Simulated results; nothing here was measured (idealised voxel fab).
Title: Process Module voxel air gaps
Section cut is 240 nm wide and gridded with 5 nm square cells.
A cross-section in this document is a grid of square cells, and it is written down as bands, the top band listed before the ones below it; a band is made up of one or more rows of cells.
In this notation a band is specified by the heights of its top and bottom, in that order and in nm, after which its materials appear from left to right, each paired with its width in nm. The word "edge to edge" attached to a single material means that material fills the band from edge to edge; the word "empty" stands for empty space.
Heights are expressed relative to 0, this being the level below which the as-received wafer comprises one material exclusively. The lowest band is unbounded in the downward direction and is denoted as in "z 0 and below".
Width: "30..40" (first number = top row, second number = bottom row, same change from row to row of cells).
For the purposes of this document, the phrase "no alterations made" attached to a step denotes that no cell within the cross-section was modified by that step.
Listed in "Enclosed empty spaces": every empty space of 8 or more cells without an open way to the top. Form: width x height at distance, the distance being from the left edge, all in nm.
That trailing text on a step's line, after the settings, is the simulator's own remark on the step.
The line of a step may include "overlay nm". On a step with a mask, this value is how far to the right of its planned place the mask lay. A negative value means the mask lay to the left.
Listed below are the process steps as planned
1: RECEIVE: material Si
2: CONFORMAL_DEP: material SiO2, thk nm 10
3: CONFORMAL_DEP: material SiCN, thk nm 5
4: DIRECTIONAL_DEP: material SiO2, thk nm 40
5: MASKED_ETCH: tone open, mask id LINES, width nm 15, pitch nm 45, etch materials SiO2, depth nm 40, overlay nm 0
6: CONFORMAL_DEP: material TiN, thk nm 5
7: FILL_DEP: material Cu, thk nm 10
8: CMP: height nm 55
9: EPI: material Ru, thk nm 10
10: SELECTIVE_ETCH: etch materials SiO2, depth nm 50
11: CONFORMAL_DEP: material SiCN, thk nm 5
Here's what the wafer looked like in cross-section when it arrived - that's after step 1
    z 0 and below = Si edge to edge
    Enclosed empty spaces: none
End-of-module cross-section of the first of two wafers, processed as planned
    z 70 to 65 = empty: 30, then SiCN: 180, then empty: 30
    z 65 to 55 = empty: 30, then SiCN: 5, then Ru: 35, then SiCN: 10, then Ru: 35, then SiCN: 10, then Ru: 35, then SiCN: 10, then Ru: 35, then SiCN: 5, then empty: 30
    z 55 to 50 = empty: 30, then SiCN: 15, then TiN: 5, then Cu: 5, then TiN: 5, then SiCN: 30, then TiN: 5, then Cu: 5, then TiN: 5, then SiCN: 30, then TiN: 5, then Cu: 5, then TiN: 5, then SiCN: 30, then TiN: 5, then Cu: 5, then TiN: 5, then SiCN: 15, then empty: 30
    z 50 to 20 = empty: 40, then SiCN: 5, then TiN: 5, then Cu: 5, then TiN: 5, then SiCN: 5, then empty: 20, then SiCN: 5, then TiN: 5, then Cu: 5, then TiN: 5, then SiCN: 5, then empty: 20, then SiCN: 5, then TiN: 5, then Cu: 5, then TiN: 5, then SiCN: 5, then empty: 20, then SiCN: 5, then TiN: 5, then Cu: 5, then TiN: 5, then SiCN: 5, then empty: 40
    z 20 to 15 = SiCN: 45, then TiN: 15, then SiCN: 30, then TiN: 15, then SiCN: 30, then TiN: 15, then SiCN: 30, then TiN: 15, then SiCN: 45
    z 15 to 10 = SiCN edge to edge
    z 10 to 0 = SiO2 edge to edge
    z 0 and below = Si edge to edge
    Enclosed empty spaces: 20 x 30 at 65; 20 x 30 at 110; 20 x 30 at 155
Cross-section of the latter of the two wafers at module completion. It had an identical start and an identical plan to the former; in running it, one mistake was made
    z 70 to 65 = empty: 30, then SiCN: 185, then empty: 25
    z 65 to 55 = empty: 30, then SiCN: 5, then Ru: 40, then SiCN: 5, then Ru: 40, then SiCN: 5, then Ru: 40, then SiCN: 5, then Ru: 40, then SiCN: 5, then empty: 25
    z 55 to 50 = empty: 30, then SiCN: 15, then TiN: 5, then Cu: 10, then TiN: 5, then SiCN: 25, then TiN: 5, then Cu: 10, then TiN: 5, then SiCN: 25, then TiN: 5, then Cu: 10, then TiN: 5, then SiCN: 25, then TiN: 5, then Cu: 10, then TiN: 5, then SiCN: 15, then empty: 25
    z 50 to 20 = empty: 40, then SiCN: 5, then TiN: 5, then Cu: 10, then TiN: 5, then SiCN: 5, then empty: 15, then SiCN: 5, then TiN: 5, then Cu: 10, then TiN: 5, then SiCN: 5, then empty: 15, then SiCN: 5, then TiN: 5, then Cu: 10, then TiN: 5, then SiCN: 5, then empty: 15, then SiCN: 5, then TiN: 5, then Cu: 10, then TiN: 5, then SiCN: 5, then empty: 35
    z 20 to 15 = SiCN: 45, then TiN: 20, then SiCN: 25, then TiN: 20, then SiCN: 25, then TiN: 20, then SiCN: 25, then TiN: 20, then SiCN: 40
    z 15 to 10 = SiCN edge to edge
    z 10 to 0 = SiO2 edge to edge
    z 0 and below = Si edge to edge
    Enclosed empty spaces: 15 x 30 at 70; 15 x 30 at 115; 15 x 30 at 160
Misprocessing identified: step 5 deviated from plan and actually ran as MASKED_ETCH: tone open, mask id LINES, width nm 20, pitch nm 45, etch materials SiO2, depth nm 40, overlay nm 0
Looking at both finished wafers in cells, the second ends up ahead of or behind the first on some materials: Cu +28; Ru +8; SiCN -12; TiN +4
